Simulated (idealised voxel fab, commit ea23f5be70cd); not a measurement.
Process module under the name voxel wiring stack
In the cross-section labelled cut, the width is 270 nm and each square cell is 5 nm.
Cross-section layout: square cells on a grid; listed as bands, top to bottom; a band spans one or more cell rows.
Quick guide to a band line: top height, bottom height (nm) up front; then every material left to right with its width in nm. Only one material and it's marked "all across"? Then it fills the band edge to edge. And "blank" just means empty space.
Counting heights begins at 0, where everything beneath is, in the wafer as received, one material. The lowest band has no bottom; it goes on downwards, as "z 0 and below" shows.
When a width is written as two numbers, as in "30->40", the first number is the width in the top row of cells of the band and the second is the width in its bottom row, and the width changes by the same amount from each row to the next.
Key: "everything unchanged" - step with no changed cell in the cross-section.
Empty spaces without an open route to the top, at least 8 cells in extent, make up the entry "Closed void table"; each is given as width x height at distance, where the distance is measured from the left edge, and all are in nm.
If you see something after the settings on a step's line, that's the simulator's own remark about that step.
Regarding "overlay nm": on a step with a mask, it is the distance the mask lay to the right of its planned place; a negative value places it to the left.
[The steps planned for the process are as follows]
1. RECEIVE (material Si)
2. CONFORMAL_DEP (material SiO2; thk nm 15)
3. DIRECTIONAL_DEP (material TiN; thk nm 5)
4. DIRECTIONAL_DEP (material Ru; thk nm 20)
5. MASKED_ETCH (tone cover; mask id METAL_1; width nm 25; pitch nm 45; etch materials Ru; depth nm 20; overlay nm 0)
6. MASKED_ETCH (tone cover; mask id METAL_1; width nm 25; pitch nm 45; etch materials TiN; depth nm 5; overlay nm 0)
7. CONFORMAL_DEP (material SiCN; thk nm 5)
8. FILL_DEP (material SiO2; thk nm 10)
9. CMP (height nm 40)
10. CONFORMAL_DEP (material SiCN; thk nm 5)
11. DIRECTIONAL_DEP (material lowk; thk nm 30)
12. DIRECTIONAL_DEP (material aC; thk nm 10)
13. PATTERN (tone open; mask id METAL_2_HOLES; material resist; width nm 15; pitch nm 45; thk nm 25; overlay nm -15)
14. DIRECTIONAL_ETCH (etch materials aC; depth nm 10)
15. STRIP (etch materials resist)
16. DIRECTIONAL_ETCH (etch materials lowk; depth nm 30)
17. STRIP (etch materials aC)
18. MASKED_ETCH (tone open; mask id METAL_2; width nm 25; pitch nm 45; etch materials lowk; depth nm 15; overlay nm 0)
19. MASKED_ETCH (tone open; mask id METAL_2; width nm 25; pitch nm 45; etch materials SiCN; depth nm 5; overlay nm 0)
20. CONFORMAL_DEP (material TiN; thk nm 5)
21. FILL_DEP (material Ru; thk nm 10)
22. CMP (height nm 75)
23. CONFORMAL_DEP (material SiCN; thk nm 5)
24. DIRECTIONAL_DEP (material lowk; thk nm 10)
25. PATTERN (tone open; mask id PLUG_2; material resist; width nm 15; pitch nm 45; thk nm 20; overlay nm 0)
26. DIRECTIONAL_ETCH (etch materials lowk; depth nm 10)
27. DIRECTIONAL_ETCH (etch materials SiCN; depth nm 5)
28. STRIP (etch materials resist)
29. EPI (material Ru; thk nm 10)
30. EPI (material Ru; thk nm 5)
31. DIRECTIONAL_DEP (material TiN; thk nm 5)
32. DIRECTIONAL_DEP (material W; thk nm 25)
33. MASKED_ETCH (tone cover; mask id METAL_3; width nm 25; pitch nm 45; etch materials W; depth nm 25; overlay nm 0)
34. MASKED_ETCH (tone cover; mask id METAL_3; width nm 25; pitch nm 45; etch materials TiN; depth nm 5; overlay nm 0)
35. FILL_DEP (material lowk; thk nm 10)
36. CMP (height nm 120)
37. CONFORMAL_DEP (material SiCN; thk nm 5)
The plan shows the overlay nm of step 13 as the first wafer had it; this setting differs between the wafers, which start out alike.
[After step 1, as received: first of several wafers, cross-section]
> z 0 and below = Si all across
> Closed void table: none
[End-of-module cross-section, first of several wafers, after last step 37]
> z 125 to 120 = SiCN all across
> z 120 to 95 = lowk=75 / W=25 / lowk=20 / W=25 / lowk=20 / W=25 / lowk=80
> z 95 to 90 = lowk=75 / TiN=25 / lowk=20 / TiN=25 / lowk=20 / TiN=25 / lowk=80
> z 90 to 80 = lowk=75 / Ru=15 / lowk=30 / Ru=15 / lowk=30 / Ru=15 / lowk=90
> z 80 to 75 = SiCN=75 / Ru=15 / SiCN=30 / Ru=15 / SiCN=30 / Ru=15 / SiCN=90
> z 75 to 65 = lowk=60 / TiN=5 / Ru=30 / TiN=5 / lowk=5 / TiN=5 / Ru=30 / TiN=5 / lowk=5 / TiN=5 / Ru=30 / TiN=5 / lowk=80
> z 65 to 60 = lowk=60 / TiN=5 / Ru=5 / TiN=30 / lowk=5 / TiN=5 / Ru=5 / TiN=30 / lowk=5 / TiN=5 / Ru=5 / TiN=30 / lowk=80
> z 60 to 50 = lowk=60 / TiN=5 / Ru=5 / TiN=5 / lowk=30 / TiN=5 / Ru=5 / TiN=5 / lowk=30 / TiN=5 / Ru=5 / TiN=5 / lowk=105
> z 50 to 45 = lowk=60 / TiN=15 / lowk=30 / TiN=15 / lowk=30 / TiN=15 / lowk=105
> z 45 to 40 = SiCN all across
> z 40 to 20 = SiO2=70 / SiCN=5 / Ru=25 / SiCN=5 / SiO2=10 / SiCN=5 / Ru=25 / SiCN=5 / SiO2=10 / SiCN=5 / Ru=25 / SiCN=5 / SiO2=75
> z 20 to 15 = SiCN=75 / TiN=25 / SiCN=20 / TiN=25 / SiCN=20 / TiN=25 / SiCN=80
> z 15 to 0 = SiO2 all across
> z 0 and below = Si all across
> Closed void table: none
[The last wafer as seen in cross-section at the end of the module]
> z 125 to 120 = SiCN all across
> z 120 to 95 = lowk=75 / W=25 / lowk=20 / W=25 / lowk=20 / W=25 / lowk=80
> z 95 to 90 = lowk=75 / TiN=25 / lowk=20 / TiN=25 / lowk=20 / TiN=25 / lowk=80
> z 90 to 80 = lowk=75 / Ru=15 / lowk=30 / Ru=15 / lowk=30 / Ru=15 / lowk=90
> z 80 to 75 = SiCN=75 / Ru=15 / SiCN=30 / Ru=15 / SiCN=30 / Ru=15 / SiCN=90
> z 75 to 65 = lowk=75 / TiN=5 / Ru=20 / TiN=5 / lowk=15 / TiN=5 / Ru=20 / TiN=5 / lowk=15 / TiN=5 / Ru=20 / TiN=5 / lowk=75
> z 65 to 60 = lowk=75 / TiN=20 / Ru=5 / TiN=5 / lowk=15 / TiN=20 / Ru=5 / TiN=5 / lowk=15 / TiN=20 / Ru=5 / TiN=5 / lowk=75
> z 60 to 50 = lowk=90 / TiN=5 / Ru=5 / TiN=5 / lowk=30 / TiN=5 / Ru=5 / TiN=5 / lowk=30 / TiN=5 / Ru=5 / TiN=5 / lowk=75
> z 50 to 45 = lowk=90 / TiN=15 / lowk=30 / TiN=15 / lowk=30 / TiN=15 / lowk=75
> z 45 to 40 = SiCN=90 / TiN=10 / SiCN=35 / TiN=10 / SiCN=35 / TiN=10 / SiCN=80
> z 40 to 20 = SiO2=70 / SiCN=5 / Ru=25 / SiCN=5 / SiO2=10 / SiCN=5 / Ru=25 / SiCN=5 / SiO2=10 / SiCN=5 / Ru=25 / SiCN=5 / SiO2=75
> z 20 to 15 = SiCN=75 / TiN=25 / SiCN=20 / TiN=25 / SiCN=20 / TiN=25 / SiCN=80
> z 15 to 0 = SiO2 all across
> z 0 and below = Si all across
> Closed void table: none
[Every row in this table is a wafer at the end of the module, and it gives, for each of the materials, the cells that wafer has gained (+) or lost (-) since it was received, then its closed voids]
overlay nm -15, +132 Ru, +216 SiCN, +294 SiO2, +84 TiN, +75 W, +549 lowk, Closed void table: none
overlay nm -10, +126 Ru, +213 SiCN, +294 SiO2, +84 TiN, +75 W, +558 lowk, Closed void table: none
overlay nm -5, +120 Ru, +210 SiCN, +294 SiO2, +84 TiN, +75 W, +567 lowk, Closed void table: none
overlay nm 0, +117 Ru, +207 SiCN, +294 SiO2, +81 TiN, +75 W, +576 lowk, Closed void table: none
overlay nm 5, +117 Ru, +207 SiCN, +294 SiO2, +81 TiN, +75 W, +576 lowk, Closed void table: none
overlay nm 10, +117 Ru, +207 SiCN, +294 SiO2, +81 TiN, +75 W, +576 lowk, Closed void table: none
overlay nm 15, +120 Ru, +210 SiCN, +294 SiO2, +84 TiN, +75 W, +567 lowk, Closed void table: none
